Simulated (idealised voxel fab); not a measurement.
Herein follows the process module entitled voxel local oxidation.
cross-section cut | 290 nm wide | cells 5 nm
Cross-section layout: square cells on a grid; listed as bands, top to bottom; a band spans one or more cell rows. Basically the band line says how high the top is and how high the bottom is, in nm, and then what's in it from left to right, every material with its width in nm. Empty space shows up as "air", and if a single material carries "edge to edge" it runs the full band edge to edge. All heights in this document are referenced to 0, defined as the level beneath which the wafer, as received, consists entirely of one material. The lowest band is not bounded below; it extends indefinitely downward and is written in the form "top 0, no bottom". The expression "30->40" gives the width at the extremes of the band, the first number at its top row of cells and the second at its bottom row, with the width changing by equal amounts from each row to the next in between. Step note "remained the same" = no cross-section cell changed. "Fully sealed voids" enumerates empty spaces isolated from the top, with no open way to it, that contain at least 8 cells, giving each as width x height at distance from the left edge, all three in nm. Anything after a step's settings on that line? It's the simulator's own note about the step. overlay nm: mask offset rightward from planned place, masked step; negative means leftward offset.

**Planned step list for the process**
1. RECEIVE: material Si
2. CONFORMAL_DEP: material SiO2, thk nm 5
3. CONFORMAL_DEP: material SiN, thk nm 10
4. MASKED_ETCH: tone cover, mask id ACTIVE, width nm 100, pitch nm 140, etch materials SiN, depth nm 10, overlay nm 0
5. SELECTIVE_ETCH: etch materials SiO2, depth nm 5
6. OXIDIZE: depth nm 15
7. STRIP: etch materials SiN

**Cross-section: wafer on arrival = after step 1**
- top 0, no bottom = Si edge to edge
- Fully sealed voids: none

**First of two wafers, end-of-module section, run followed plan**
- top 5, bottom 0 = 30 air, then 90 SiO2, then 50 air, then 90 SiO2, then 30 air
- top 0, bottom -15 = 45 SiO2, then 60 Si, then 80 SiO2, then 60 Si, then 45 SiO2
- top -15, no bottom = Si edge to edge
- Fully sealed voids: none

**So this is wafer number two of the two, cut at the end of the module - it started where the first did and had the same plan, we just got one thing wrong running it**
- top 5, bottom 0 = 20 air, then 90 SiO2, then 50 air, then 90 SiO2, then 40 air
- top 0, bottom -15 = 35 SiO2, then 60 Si, then 80 SiO2, then 60 Si, then 55 SiO2
- top -15, no bottom = Si edge to edge
- Fully sealed voids: none
The plan and the run diverged here: step 4 changed vs plan, executed as MASKED_ETCH: tone cover, mask id ACTIVE, width nm 100, pitch nm 140, etch materials SiN, depth nm 10, overlay nm -10
Same inventory, different map: at the end, the second wafer holds as many cells of each material as the first, placed elsewhere.
